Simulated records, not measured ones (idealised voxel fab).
process module | voxel tone inversion
cross-section cut | 270 nm wide | cells 5 nm
A cross-section is a grid of square cells, given in bands from the top down. A band is one or more rows of cells.
Each band's line starts with the height of the band's top and of its bottom, in nm. Then come its materials from left to right, each with its width in nm. One material with "throughout" fills the band from edge to edge. "air" is empty space.
Height 0 is the level under which the wafer as received is all one material. The lowest band goes on downwards, as in "0 down".
A width such as "30 to 40" changes by the same amount from each row of cells to the next, from the band's top row to its bottom row.
"no change" after a step means that no cell of the cross-section changed.
closed voids: empty space of 8 cells or more with no open way to the top, each as width x height at its distance from the left edge, in nm
after a step's settings: what the simulator itself notes on the step
overlay nm, on a step with a mask: how far to the right of its planned place the mask lay; to the left if negative
plan
1 op RECEIVE | material Si
2 op CONFORMAL_DEP | material SiCN | thk nm 5
3 op DIRECTIONAL_DEP | material aC | thk nm 25
4 op PATTERN | tone cover | mask id POSTS | material resist | width nm 25 | pitch nm 45 | thk nm 35 | overlay nm 0
5 op DIRECTIONAL_ETCH | etch materials aC | depth nm 25
6 op STRIP | etch materials resist
7 op FILL_DEP | material lowk | thk nm 5
8 op CMP | height nm 30
9 op STRIP | etch materials aC
first wafer, as planned
as received, after step 1
  0 down: Si throughout
  closed voids: none
after step 2
  5 to 0: SiCN throughout
  below 0: unchanged
after step 3
  30 to 5: aC throughout
  below 5: unchanged
after step 4
  65 to 30: air 100 | resist 25 | air 20 | resist 25 | air 100
  below 30: unchanged
after step 5
  40 to 30: air 100 | resist 25 | air 20 | resist 25 | air 100
  30 to 5: air 100 | aC 25 | air 20 | aC 25 | air 100
  below 5: unchanged
after step 6
  30 to 5: air 100 | aC 25 | air 20 | aC 25 | air 100
  below 5: unchanged
after step 7
  35 to 30: lowk throughout
  30 to 5: lowk 100 | aC 25 | lowk 20 | aC 25 | lowk 100
  below 5: unchanged
after step 8
  30 to 5: lowk 100 | aC 25 | lowk 20 | aC 25 | lowk 100
  below 5: unchanged
after step 9
  30 to 5: lowk 100 | air 25 | lowk 20 | air 25 | lowk 100
  below 5: unchanged
second wafer: like start, like plan, one mistake. Through step 7 it matches the first wafer
when step 8 should have ended
  20 to 5: lowk 100 | aC 25 | lowk 20 | aC 25 | lowk 100
  below 5: unchanged
when step 9 should have ended
  20 to 5: lowk 100 | air 25 | lowk 20 | air 25 | lowk 100
  below 5: unchanged
what went wrong: step 8 ran as: op CMP | height nm 20
at the end the second wafer has, in cells: 88 fewer of lowk
